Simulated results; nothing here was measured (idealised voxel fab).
This is a process module. Its name is voxel wiring stack.
The width of the displayed cross-section, cut, is 155 nm; its cells are square, with a size of 5 nm.
We lay out every cross-section as a grid of square cells and spell it out in bands from the top down, where one band means one or more rows of cells.
For a band, the entry starts with two heights in nm, that of the top and then that of the bottom, and carries on with the band's materials in order from left to right, each alongside its width in nm; the word "throughout" beside a single material means it fills the band edge to edge, and "empty" means empty space.
The reference from which all heights are counted is 0, the level beneath which the as-received wafer is entirely one material; the lowest band, having no lower bound, proceeds downward and is written after the example "0..down".
When a width is written as two numbers, as in "30->40", the first number is the width in the top row of cells of the band and the second is the width in its bottom row, and the width changes by the same amount from each row to the next.
"no modifications" for a step: no cell of the cross-section changed in that step.
Each empty space that has no open way to the top and spans at least 8 cells appears under "Closed void listing" as width x height at distance, the distance counted from the left edge, all in nm.
Read whatever lies past the settings on a step's line as the simulator's own remark about the step.
Regarding "overlay nm": on a step with a mask, it is the distance the mask lay to the right of its planned place; a negative value places it to the left.
# Process steps foreseen in the plan
1 RECEIVE,material Si
2 CONFORMAL_DEP,material SiO2,thk nm 15
3 CONFORMAL_DEP,material SiCN,thk nm 5
4 DIRECTIONAL_DEP,material lowk,thk nm 20
5 PATTERN,tone open,mask id METAL_1,material resist,width nm 20,pitch nm 40,thk nm 20,overlay nm 0
6 DIRECTIONAL_ETCH,etch materials lowk,depth nm 20
7 DIRECTIONAL_ETCH,etch materials SiCN,depth nm 5
8 STRIP,etch materials resist
9 CONFORMAL_DEP,material TiN,thk nm 5
10 FILL_DEP,material W,thk nm 10
11 CMP,height nm 40
12 CONFORMAL_DEP,material SiCN,thk nm 5
13 DIRECTIONAL_DEP,material lowk,thk nm 15
14 MASKED_ETCH,tone open,mask id PLUG_1,width nm 15,pitch nm 40,etch materials lowk,depth nm 15,overlay nm 0
15 MASKED_ETCH,tone open,mask id PLUG_1,width nm 15,pitch nm 40,etch materials SiCN,depth nm 5,overlay nm 0
16 EPI,material Ru,thk nm 10
17 EPI,material Ru,thk nm 10
18 CONFORMAL_DEP,material SiCN,thk nm 5
19 DIRECTIONAL_DEP,material SiO2,thk nm 25
20 DIRECTIONAL_DEP,material aC,thk nm 10
21 PATTERN,tone open,mask id METAL_2,material resist,width nm 20,pitch nm 40,thk nm 25,overlay nm 0
22 DIRECTIONAL_ETCH,etch materials aC,depth nm 10
23 STRIP,etch materials resist
24 DIRECTIONAL_ETCH,etch materials SiO2,depth nm 25
25 DIRECTIONAL_ETCH,etch materials SiCN,depth nm 5
26 STRIP,etch materials aC
27 CONFORMAL_DEP,material TiN,thk nm 5
28 FILL_DEP,material W,thk nm 10
29 CMP,height nm 90
30 CONFORMAL_DEP,material SiCN,thk nm 5
31 DIRECTIONAL_DEP,material SiO2,thk nm 15
32 MASKED_ETCH,tone open,mask id PLUG_2,width nm 15,pitch nm 40,etch materials SiO2,depth nm 15,overlay nm 0
33 MASKED_ETCH,tone open,mask id PLUG_2,width nm 15,pitch nm 40,etch materials SiCN,depth nm 5,overlay nm 0
34 EPI,material Ru,thk nm 10
35 EPI,material Ru,thk nm 10
36 CONFORMAL_DEP,material SiCN,thk nm 5
37 DIRECTIONAL_DEP,material lowk,thk nm 15
38 DIRECTIONAL_DEP,material aC,thk nm 10
39 PATTERN,tone open,mask id METAL_3,material resist,width nm 20,pitch nm 40,thk nm 30,overlay nm 0
40 DIRECTIONAL_ETCH,etch materials aC,depth nm 10
41 STRIP,etch materials resist
42 DIRECTIONAL_ETCH,etch materials lowk,depth nm 15
43 DIRECTIONAL_ETCH,etch materials SiCN,depth nm 5
44 STRIP,etch materials aC
45 CONFORMAL_DEP,material TiN,thk nm 5
46 FILL_DEP,material Cu,thk nm 5
47 CMP,height nm 130
48 EPI,material Ru,thk nm 5
49 FILL_DEP,material SiCN,thk nm 5
# First out of two wafers; run went to plan
# Delivered wafer in cross-section: state after step 1
> 0..down = Si throughout
> Closed void listing: none
# Sectional view: wafer, after step 2
> 15..0 = SiO2 throughout
> Whatever lies below 0 is exactly as it was before.
# Sectional view: wafer, after step 3
> 20..15 = SiCN throughout
> Whatever lies below 15 is exactly as it was before.
# Sectional view: wafer, after step 4
> 40..20 = lowk throughout
> Whatever lies below 20 is exactly as it was before.
# Sectional view: wafer, after step 5
> 60..40 = 25 resist; 20 empty; 20 resist; 20 empty; 20 resist; 20 empty; 30 resist
> Whatever lies below 40 is exactly as it was before.
# Sectional view: wafer, after step 6
> 60..40 = 25 resist; 20 empty; 20 resist; 20 empty; 20 resist; 20 empty; 30 resist
> 40..20 = 25 lowk; 20 empty; 20 lowk; 20 empty; 20 lowk; 20 empty; 30 lowk
> Whatever lies below 20 is exactly as it was before.
# Sectional view: wafer, after step 7
> 60..40 = 25 resist; 20 empty; 20 resist; 20 empty; 20 resist; 20 empty; 30 resist
> 40..20 = 25 lowk; 20 empty; 20 lowk; 20 empty; 20 lowk; 20 empty; 30 lowk
> 20..15 = 25 SiCN; 20 empty; 20 SiCN; 20 empty; 20 SiCN; 20 empty; 30 SiCN
> Whatever lies below 15 is exactly as it was before.
# Sectional view: wafer, after step 8
> 40..20 = 25 lowk; 20 empty; 20 lowk; 20 empty; 20 lowk; 20 empty; 30 lowk
> Whatever lies below 20 is exactly as it was before.
# Sectional view: wafer, after step 9
> 45..40 = 30 TiN; 10 empty; 30 TiN; 10 empty; 30 TiN; 10 empty; 35 TiN
> 40..20 = 25 lowk; 5 TiN; 10 empty; 5 TiN; 20 lowk; 5 TiN; 10 empty; 5 TiN; 20 lowk; 5 TiN; 10 empty; 5 TiN; 30 lowk
> 20..15 = 25 SiCN; 20 TiN; 20 SiCN; 20 TiN; 20 SiCN; 20 TiN; 30 SiCN
> Whatever lies below 15 is exactly as it was before.
# Sectional view: wafer, after step 10
> 55..45 = W throughout
> 45..40 = 30 TiN; 10 W; 30 TiN; 10 W; 30 TiN; 10 W; 35 TiN
> 40..20 = 25 lowk; 5 TiN; 10 W; 5 TiN; 20 lowk; 5 TiN; 10 W; 5 TiN; 20 lowk; 5 TiN; 10 W; 5 TiN; 30 lowk
> Whatever lies below 20 is exactly as it was before.
# Sectional view: wafer, after step 11
> 40..20 = 25 lowk; 5 TiN; 10 W; 5 TiN; 20 lowk; 5 TiN; 10 W; 5 TiN; 20 lowk; 5 TiN; 10 W; 5 TiN; 30 lowk
> Whatever lies below 20 is exactly as it was before.
# Sectional view: wafer, after step 12
> 45..40 = SiCN throughout
> Whatever lies below 40 is exactly as it was before.
# Sectional view: wafer, after step 13
> 60..45 = lowk throughout
> Whatever lies below 45 is exactly as it was before.
# Sectional view: wafer, after step 14
> 60..45 = 25 lowk; 15 empty; 25 lowk; 15 empty; 25 lowk; 15 empty; 35 lowk
> Whatever lies below 45 is exactly as it was before.
# Sectional view: wafer, after step 15
> 60..45 = 25 lowk; 15 empty; 25 lowk; 15 empty; 25 lowk; 15 empty; 35 lowk
> 45..40 = 25 SiCN; 15 empty; 25 SiCN; 15 empty; 25 SiCN; 15 empty; 35 SiCN
> Whatever lies below 40 is exactly as it was before.
# Sectional view: wafer, after step 16
> 60..50 = 25 lowk; 15 empty; 25 lowk; 15 empty; 25 lowk; 15 empty; 35 lowk
> 50..45 = 25 lowk; 15 Ru; 25 lowk; 15 Ru; 25 lowk; 15 Ru; 35 lowk
> 45..40 = 25 SiCN; 15 Ru; 25 SiCN; 15 Ru; 25 SiCN; 15 Ru; 35 SiCN
> Whatever lies below 40 is exactly as it was before.
# Sectional view: wafer, after step 17
> 60..45 = 25 lowk; 15 Ru; 25 lowk; 15 Ru; 25 lowk; 15 Ru; 35 lowk
> Whatever lies below 45 is exactly as it was before.
# Sectional view: wafer, after step 18
> 65..60 = SiCN throughout
> Whatever lies below 60 is exactly as it was before.
# Sectional view: wafer, after step 19
> 90..65 = SiO2 throughout
> Whatever lies below 65 is exactly as it was before.
# Sectional view: wafer, after step 20
> 100..90 = aC throughout
> Whatever lies below 90 is exactly as it was before.
# Sectional view: wafer, after step 21
> 125..100 = 25 resist; 20 empty; 20 resist; 20 empty; 20 resist; 20 empty; 30 resist
> Whatever lies below 100 is exactly as it was before.
# Sectional view: wafer, after step 22
> 115..100 = 25 resist; 20 empty; 20 resist; 20 empty; 20 resist; 20 empty; 30 resist
> 100..90 = 25 aC; 20 empty; 20 aC; 20 empty; 20 aC; 20 empty; 30 aC
> Whatever lies below 90 is exactly as it was before.
# Sectional view: wafer, after step 23
> 100..90 = 25 aC; 20 empty; 20 aC; 20 empty; 20 aC; 20 empty; 30 aC
> Whatever lies below 90 is exactly as it was before.
# Sectional view: wafer, after step 24
> 100..90 = 25 aC; 20 empty; 20 aC; 20 empty; 20 aC; 20 empty; 30 aC
> 90..65 = 25 SiO2; 20 empty; 20 SiO2; 20 empty; 20 SiO2; 20 empty; 30 SiO2
> Whatever lies below 65 is exactly as it was before.
# Sectional view: wafer, after step 25
> 100..90 = 25 aC; 20 empty; 20 aC; 20 empty; 20 aC; 20 empty; 30 aC
> 90..65 = 25 SiO2; 20 empty; 20 SiO2; 20 empty; 20 SiO2; 20 empty; 30 SiO2
> 65..60 = 25 SiCN; 20 empty; 20 SiCN; 20 empty; 20 SiCN; 20 empty; 30 SiCN
> Whatever lies below 60 is exactly as it was before.
# Sectional view: wafer, after step 26
> 90..65 = 25 SiO2; 20 empty; 20 SiO2; 20 empty; 20 SiO2; 20 empty; 30 SiO2
> Whatever lies below 65 is exactly as it was before.
# Sectional view: wafer, after step 27
> 95..90 = 30 TiN; 10 empty; 30 TiN; 10 empty; 30 TiN; 10 empty; 35 TiN
> 90..65 = 25 SiO2; 5 TiN; 10 empty; 5 TiN; 20 SiO2; 5 TiN; 10 empty; 5 TiN; 20 SiO2; 5 TiN; 10 empty; 5 TiN; 30 SiO2
> 65..60 = 25 SiCN; 20 TiN; 20 SiCN; 20 TiN; 20 SiCN; 20 TiN; 30 SiCN
> Whatever lies below 60 is exactly as it was before.
# Sectional view: wafer, after step 28
> 105..95 = W throughout
> 95..90 = 30 TiN; 10 W; 30 TiN; 10 W; 30 TiN; 10 W; 35 TiN
> 90..65 = 25 SiO2; 5 TiN; 10 W; 5 TiN; 20 SiO2; 5 TiN; 10 W; 5 TiN; 20 SiO2; 5 TiN; 10 W; 5 TiN; 30 SiO2
> Whatever lies below 65 is exactly as it was before.
# Sectional view: wafer, after step 29
> 90..65 = 25 SiO2; 5 TiN; 10 W; 5 TiN; 20 SiO2; 5 TiN; 10 W; 5 TiN; 20 SiO2; 5 TiN; 10 W; 5 TiN; 30 SiO2
> Whatever lies below 65 is exactly as it was before.
# Sectional view: wafer, after step 30
> 95..90 = SiCN throughout
> Whatever lies below 90 is exactly as it was before.
# Sectional view: wafer, after step 31
> 110..95 = SiO2 throughout
> Whatever lies below 95 is exactly as it was before.
# Sectional view: wafer, after step 32
> 110..95 = 25 SiO2; 15 empty; 25 SiO2; 15 empty; 25 SiO2; 15 empty; 35 SiO2
> Whatever lies below 95 is exactly as it was before.
# Sectional view: wafer, after step 33
> 110..95 = 25 SiO2; 15 empty; 25 SiO2; 15 empty; 25 SiO2; 15 empty; 35 SiO2
> 95..90 = 25 SiCN; 15 empty; 25 SiCN; 15 empty; 25 SiCN; 15 empty; 35 SiCN
> Whatever lies below 90 is exactly as it was before.
# Sectional view: wafer, after step 34
> 110..100 = 25 SiO2; 15 empty; 25 SiO2; 15 empty; 25 SiO2; 15 empty; 35 SiO2
> 100..95 = 25 SiO2; 15 Ru; 25 SiO2; 15 Ru; 25 SiO2; 15 Ru; 35 SiO2
> 95..90 = 25 SiCN; 15 Ru; 25 SiCN; 15 Ru; 25 SiCN; 15 Ru; 35 SiCN
> Whatever lies below 90 is exactly as it was before.
# Sectional view: wafer, after step 35
> 110..95 = 25 SiO2; 15 Ru; 25 SiO2; 15 Ru; 25 SiO2; 15 Ru; 35 SiO2
> Whatever lies below 95 is exactly as it was before.
# Sectional view: wafer, after step 36
> 115..110 = SiCN throughout
> Whatever lies below 110 is exactly as it was before.
# Sectional view: wafer, after step 37
> 130..115 = lowk throughout
> Whatever lies below 115 is exactly as it was before.
# Sectional view: wafer, after step 38
> 140..130 = aC throughout
> Whatever lies below 130 is exactly as it was before.
# Sectional view: wafer, after step 39
> 170..140 = 25 resist; 20 empty; 20 resist; 20 empty; 20 resist; 20 empty; 30 resist
> Whatever lies below 140 is exactly as it was before.
# Sectional view: wafer, after step 40
> 160..140 = 25 resist; 20 empty; 20 resist; 20 empty; 20 resist; 20 empty; 30 resist
> 140..130 = 25 aC; 20 empty; 20 aC; 20 empty; 20 aC; 20 empty; 30 aC
> Whatever lies below 130 is exactly as it was before.
# Sectional view: wafer, after step 41
> 140..130 = 25 aC; 20 empty; 20 aC; 20 empty; 20 aC; 20 empty; 30 aC
> Whatever lies below 130 is exactly as it was before.
# Sectional view: wafer, after step 42
> 140..130 = 25 aC; 20 empty; 20 aC; 20 empty; 20 aC; 20 empty; 30 aC
> 130..115 = 25 lowk; 20 empty; 20 lowk; 20 empty; 20 lowk; 20 empty; 30 lowk
> Whatever lies below 115 is exactly as it was before.
# Sectional view: wafer, after step 43
> 140..130 = 25 aC; 20 empty; 20 aC; 20 empty; 20 aC; 20 empty; 30 aC
> 130..115 = 25 lowk; 20 empty; 20 lowk; 20 empty; 20 lowk; 20 empty; 30 lowk
> 115..110 = 25 SiCN; 20 empty; 20 SiCN; 20 empty; 20 SiCN; 20 empty; 30 SiCN
> Whatever lies below 110 is exactly as it was before.
# Sectional view: wafer, after step 44
> 130..115 = 25 lowk; 20 empty; 20 lowk; 20 empty; 20 lowk; 20 empty; 30 lowk
> Whatever lies below 115 is exactly as it was before.
# Sectional view: wafer, after step 45
> 135..130 = 30 TiN; 10 empty; 30 TiN; 10 empty; 30 TiN; 10 empty; 35 TiN
> 130..115 = 25 lowk; 5 TiN; 10 empty; 5 TiN; 20 lowk; 5 TiN; 10 empty; 5 TiN; 20 lowk; 5 TiN; 10 empty; 5 TiN; 30 lowk
> 115..110 = 25 SiCN; 20 TiN; 20 SiCN; 20 TiN; 20 SiCN; 20 TiN; 30 SiCN
> Whatever lies below 110 is exactly as it was before.
# Sectional view: wafer, after step 46
> 140..135 = Cu throughout
> 135..130 = 30 TiN; 10 Cu; 30 TiN; 10 Cu; 30 TiN; 10 Cu; 35 TiN
> 130..115 = 25 lowk; 5 TiN; 10 Cu; 5 TiN; 20 lowk; 5 TiN; 10 Cu; 5 TiN; 20 lowk; 5 TiN; 10 Cu; 5 TiN; 30 lowk
> Whatever lies below 115 is exactly as it was before.
# Sectional view: wafer, after step 47
> 130..115 = 25 lowk; 5 TiN; 10 Cu; 5 TiN; 20 lowk; 5 TiN; 10 Cu; 5 TiN; 20 lowk; 5 TiN; 10 Cu; 5 TiN; 30 lowk
> Whatever lies below 115 is exactly as it was before.
# Sectional view: wafer, after step 48
> 135..130 = 20 empty; 30 Ru; 10 empty; 30 Ru; 10 empty; 30 Ru; 25 empty
> Whatever lies below 130 is exactly as it was before.
# Sectional view: wafer, after step 49
> 140..135 = SiCN throughout
> 135..130 = 20 SiCN; 30 Ru; 10 SiCN; 30 Ru; 10 SiCN; 30 Ru; 25 SiCN
> Whatever lies below 130 is exactly as it was before.
# Companion wafer, the second of two: same beginning, same intended sequence, one mistake in carrying it out; through step 30 inclusive it tracks the first exactly
# Second wafer, sectioned view, at step 31's planned end time
> 125..95 = SiO2 throughout
> Whatever lies below 95 is exactly as it was before.
# Second wafer, sectioned view, at step 32's planned end time
> 125..110 = 25 SiO2; 15 empty; 25 SiO2; 15 empty; 25 SiO2; 15 empty; 35 SiO2
> Whatever lies below 110 is exactly as it was before.
Second wafer, sectioned view, at step 33's planned end time: no modifications
Second wafer, sectioned view, at step 34's planned end time: no modifications
Second wafer, sectioned view, at step 35's planned end time: no modifications
# Second wafer, sectioned view, at step 36's planned end time
> 130..125 = 30 SiCN; 5 empty; 35 SiCN; 5 empty; 35 SiCN; 5 empty; 40 SiCN
> 125..115 = 25 SiO2; 5 SiCN; 5 empty; 5 SiCN; 25 SiO2; 5 SiCN; 5 empty; 5 SiCN; 25 SiO2; 5 SiCN; 5 empty; 5 SiCN; 35 SiO2
> 115..110 = 25 SiO2; 15 SiCN; 25 SiO2; 15 SiCN; 25 SiO2; 15 SiCN; 35 SiO2
> Whatever lies below 110 is exactly as it was before.
# Second wafer, sectioned view, at step 37's planned end time
> 145..130 = 30 lowk; 5 empty; 35 lowk; 5 empty; 35 lowk; 5 empty; 40 lowk
> 130..125 = 30 SiCN; 5 lowk; 35 SiCN; 5 lowk; 35 SiCN; 5 lowk; 40 SiCN
> 125..115 = 25 SiO2; 5 SiCN; 5 lowk; 5 SiCN; 25 SiO2; 5 SiCN; 5 lowk; 5 SiCN; 25 SiO2; 5 SiCN; 5 lowk; 5 SiCN; 35 SiO2
> Whatever lies below 115 is exactly as it was before.
# Second wafer, sectioned view, at step 38's planned end time
> 155..145 = 30 aC; 5 empty; 35 aC; 5 empty; 35 aC; 5 empty; 40 aC
> 145..140 = 30 lowk; 5 empty; 35 lowk; 5 empty; 35 lowk; 5 empty; 40 lowk
> 140..130 = 30 lowk; 5 aC; 35 lowk; 5 aC; 35 lowk; 5 aC; 40 lowk
> Whatever lies below 130 is exactly as it was before.
# Second wafer, sectioned view, at step 39's planned end time
> 185..155 = 25 resist; 20 empty; 20 resist; 20 empty; 20 resist; 20 empty; 30 resist
> Whatever lies below 155 is exactly as it was before.
# Second wafer, sectioned view, at step 40's planned end time
> 175..155 = 25 resist; 20 empty; 20 resist; 20 empty; 20 resist; 20 empty; 30 resist
> 155..145 = 25 aC; 20 empty; 20 aC; 20 empty; 20 aC; 20 empty; 30 aC
> 145..130 = 30 lowk; 5 empty; 35 lowk; 5 empty; 35 lowk; 5 empty; 40 lowk
> Whatever lies below 130 is exactly as it was before.
# Second wafer, sectioned view, at step 41's planned end time
> 155..145 = 25 aC; 20 empty; 20 aC; 20 empty; 20 aC; 20 empty; 30 aC
> Whatever lies below 145 is exactly as it was before.
# Second wafer, sectioned view, at step 42's planned end time
> 155..145 = 25 aC; 20 empty; 20 aC; 20 empty; 20 aC; 20 empty; 30 aC
> 145..130 = 25 lowk; 20 empty; 20 lowk; 20 empty; 20 lowk; 20 empty; 30 lowk
> 130..125 = 30 SiCN; 5 empty; 35 SiCN; 5 empty; 35 SiCN; 5 empty; 40 SiCN
> 125..115 = 25 SiO2; 5 SiCN; 5 empty; 5 SiCN; 25 SiO2; 5 SiCN; 5 empty; 5 SiCN; 25 SiO2; 5 SiCN; 5 empty; 5 SiCN; 35 SiO2
> Whatever lies below 115 is exactly as it was before.
# Second wafer, sectioned view, at step 43's planned end time
> 155..145 = 25 aC; 20 empty; 20 aC; 20 empty; 20 aC; 20 empty; 30 aC
> 145..130 = 25 lowk; 20 empty; 20 lowk; 20 empty; 20 lowk; 20 empty; 30 lowk
> 130..125 = 25 SiCN; 20 empty; 20 SiCN; 20 empty; 20 SiCN; 20 empty; 30 SiCN
> 125..110 = 25 SiO2; 5 SiCN; 5 empty; 5 SiCN; 25 SiO2; 5 SiCN; 5 empty; 5 SiCN; 25 SiO2; 5 SiCN; 5 empty; 5 SiCN; 35 SiO2
> Whatever lies below 110 is exactly as it was before.
# Second wafer, sectioned view, at step 44's planned end time
> 145..130 = 25 lowk; 20 empty; 20 lowk; 20 empty; 20 lowk; 20 empty; 30 lowk
> Whatever lies below 130 is exactly as it was before.
# Second wafer, sectioned view, at step 45's planned end time
> 150..145 = 30 TiN; 10 empty; 30 TiN; 10 empty; 30 TiN; 10 empty; 35 TiN
> 145..130 = 25 lowk; 5 TiN; 10 empty; 5 TiN; 20 lowk; 5 TiN; 10 empty; 5 TiN; 20 lowk; 5 TiN; 10 empty; 5 TiN; 30 lowk
> 130..125 = 25 SiCN; 20 TiN; 20 SiCN; 20 TiN; 20 SiCN; 20 TiN; 30 SiCN
> 125..110 = 25 SiO2; 5 SiCN; 5 TiN; 5 SiCN; 25 SiO2; 5 SiCN; 5 TiN; 5 SiCN; 25 SiO2; 5 SiCN; 5 TiN; 5 SiCN; 35 SiO2
> Whatever lies below 110 is exactly as it was before.
# Second wafer, sectioned view, at step 46's planned end time
> 155..150 = Cu throughout
> 150..145 = 30 TiN; 10 Cu; 30 TiN; 10 Cu; 30 TiN; 10 Cu; 35 TiN
> 145..130 = 25 lowk; 5 TiN; 10 Cu; 5 TiN; 20 lowk; 5 TiN; 10 Cu; 5 TiN; 20 lowk; 5 TiN; 10 Cu; 5 TiN; 30 lowk
> Whatever lies below 130 is exactly as it was before.
# Second wafer, sectioned view, at step 47's planned end time
> 130..125 = 25 SiCN; 20 TiN; 20 SiCN; 20 TiN; 20 SiCN; 20 TiN; 30 SiCN
> Whatever lies below 125 is exactly as it was before.
# Second wafer, sectioned view, at step 48's planned end time
> 135..130 = 20 empty; 30 Ru; 10 empty; 30 Ru; 10 empty; 30 Ru; 25 empty
> Whatever lies below 130 is exactly as it was before.
# Second wafer, sectioned view, at step 49's planned end time
> 140..135 = SiCN throughout
> 135..130 = 20 SiCN; 30 Ru; 10 SiCN; 30 Ru; 10 SiCN; 30 Ru; 25 SiCN
> Whatever lies below 130 is exactly as it was before.
Against the plan, the run slipped here: plan step 31 ran twice
The second wafer ends with more or fewer cells of some materials than the first, per final count: Cu -18, Ru -36, SiCN +27, SiO2 +93, TiN -9, lowk -57
